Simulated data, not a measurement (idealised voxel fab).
process module | voxel capacitor over wiring
cross-section cut | 170 nm wide | cells 5 nm
A cross-section is a grid of square cells, given in bands from the top down. A band is one or more rows of cells.
Each band's line starts with the height of the band's top and of its bottom, in nm. Then come its materials from left to right, each with its width in nm. One material with "throughout" fills the band from edge to edge. "air" is empty space.
Height 0 is the level under which the wafer as received is all one material. The lowest band goes on downwards, as in "0 down".
A width such as "30 to 40" changes by the same amount from each row of cells to the next, from the band's top row to its bottom row.
"no change" after a step means that no cell of the cross-section changed.
closed voids: empty space of 8 cells or more with no open way to the top, each as width x height at its distance from the left edge, in nm
after a step's settings: what the simulator itself notes on the step
overlay nm, on a step with a mask: how far to the right of its planned place the mask lay; to the left if negative
plan
1 op RECEIVE | material Si
2 op CONFORMAL_DEP | material SiO2 | thk nm 10
3 op CONFORMAL_DEP | material SiCN | thk nm 5
4 op DIRECTIONAL_DEP | material SiO2 | thk nm 25
5 op DIRECTIONAL_DEP | material aC | thk nm 15
6 op PATTERN | tone open | mask id METAL_1 | material resist | width nm 30 | pitch nm 85 | thk nm 35 | overlay nm 0
7 op DIRECTIONAL_ETCH | etch materials aC | depth nm 15
8 op STRIP | etch materials resist
9 op DIRECTIONAL_ETCH | etch materials SiO2 | depth nm 25
10 op DIRECTIONAL_ETCH | etch materials SiCN | depth nm 5
11 op STRIP | etch materials aC
12 op CONFORMAL_DEP | material TiN | thk nm 5
13 op FILL_DEP | material Ru | thk nm 10
14 op CMP | height nm 40
15 op CONFORMAL_DEP | material SiCN | thk nm 5
16 op DIRECTIONAL_DEP | material lowk | thk nm 15
17 op PATTERN | tone open | mask id PLUG_1 | material resist | width nm 15 | thk nm 20 | overlay nm 0
18 op DIRECTIONAL_ETCH | etch materials lowk | depth nm 15
19 op DIRECTIONAL_ETCH | etch materials SiCN | depth nm 5
20 op STRIP | etch materials resist
21 op CONFORMAL_DEP | material TiN | thk nm 5
22 op FILL_DEP | material Cu | thk nm 5
23 op CMP | height nm 60
24 op DIRECTIONAL_DEP | material TiN | thk nm 5
25 op DIRECTIONAL_DEP | material Al2O3 | thk nm 5
26 op DIRECTIONAL_DEP | material TiN | thk nm 10
27 op PATTERN | tone cover | mask id UPPER_PLATE | material resist | width nm 60 | thk nm 20 | overlay nm 0
28 op DIRECTIONAL_ETCH | etch materials TiN | depth nm 10
29 op DIRECTIONAL_ETCH | etch materials Al2O3 | depth nm 5
30 op STRIP | etch materials resist
31 op DIRECTIONAL_DEP | material aC | thk nm 10
32 op PATTERN | tone cover | mask id LOWER_PLATE | material resist | width nm 70 | thk nm 25 | overlay nm 0
33 op DIRECTIONAL_ETCH | etch materials aC | depth nm 10
34 op STRIP | etch materials resist
35 op DIRECTIONAL_ETCH | etch materials TiN | depth nm 5
36 op STRIP | etch materials aC
37 op FILL_DEP | material SiO2 | thk nm 20
38 op CMP | height nm 95
39 op DIRECTIONAL_DEP | material aC | thk nm 15
40 op PATTERN | tone open | mask id PLUG_2 | material resist | width nm 15 | thk nm 35 | overlay nm 0
41 op DIRECTIONAL_ETCH | etch materials aC | depth nm 15
42 op STRIP | etch materials resist
43 op DIRECTIONAL_ETCH | etch materials SiO2 | depth nm 15
44 op STRIP | etch materials aC
45 op CONFORMAL_DEP | material TiN | thk nm 5
46 op FILL_DEP | material Cu | thk nm 5
47 op CMP | height nm 95
48 op CONFORMAL_DEP | material SiN | thk nm 5
as received, after step 1
  0 down: Si throughout
  closed voids: none
first wafer at the end, as planned
  100 to 95: SiN throughout
  95 to 85: SiO2 50 | TiN 5 | Cu 5 | TiN 5 | SiO2 105
  85 to 80: SiO2 50 | TiN 15 | SiO2 105
  80 to 70: SiO2 40 | TiN 60 | SiO2 70
  70 to 65: SiO2 40 | Al2O3 60 | SiO2 70
  65 to 60: SiO2 35 | TiN 70 | SiO2 65
  60 to 45: lowk 40 | TiN 5 | Cu 5 | TiN 5 | lowk 115
  45 to 40: SiCN 40 | TiN 15 | SiCN 115
  40 to 15: SiO2 25 | TiN 5 | Ru 20 | TiN 5 | SiO2 55 | TiN 5 | Ru 20 | TiN 5 | SiO2 30
  15 to 10: SiCN 25 | TiN 30 | SiCN 55 | TiN 30 | SiCN 30
  10 to 0: SiO2 throughout
  0 down: Si throughout
  closed voids: none
second wafer at the end: like start, like plan, one mistake
  100 to 95: SiN throughout
  95 to 85: SiO2 50 | TiN 5 | lowk 5 | TiN 5 | SiO2 105
  85 to 80: SiO2 50 | TiN 15 | SiO2 105
  80 to 70: SiO2 40 | TiN 60 | SiO2 70
  70 to 65: SiO2 40 | Al2O3 60 | SiO2 70
  65 to 60: SiO2 35 | TiN 70 | SiO2 65
  60 to 45: lowk 40 | TiN 5 | Cu 5 | TiN 5 | lowk 115
  45 to 40: SiCN 40 | TiN 15 | SiCN 115
  40 to 15: SiO2 25 | TiN 5 | Ru 20 | TiN 5 | SiO2 55 | TiN 5 | Ru 20 | TiN 5 | SiO2 30
  15 to 10: SiCN 25 | TiN 30 | SiCN 55 | TiN 30 | SiCN 30
  10 to 0: SiO2 throughout
  0 down: Si throughout
  closed voids: none
what went wrong: step 46 ran as: op FILL_DEP | material lowk | thk nm 5
at the end the second wafer has, in cells: 2 fewer of Cu | 2 more of lowk
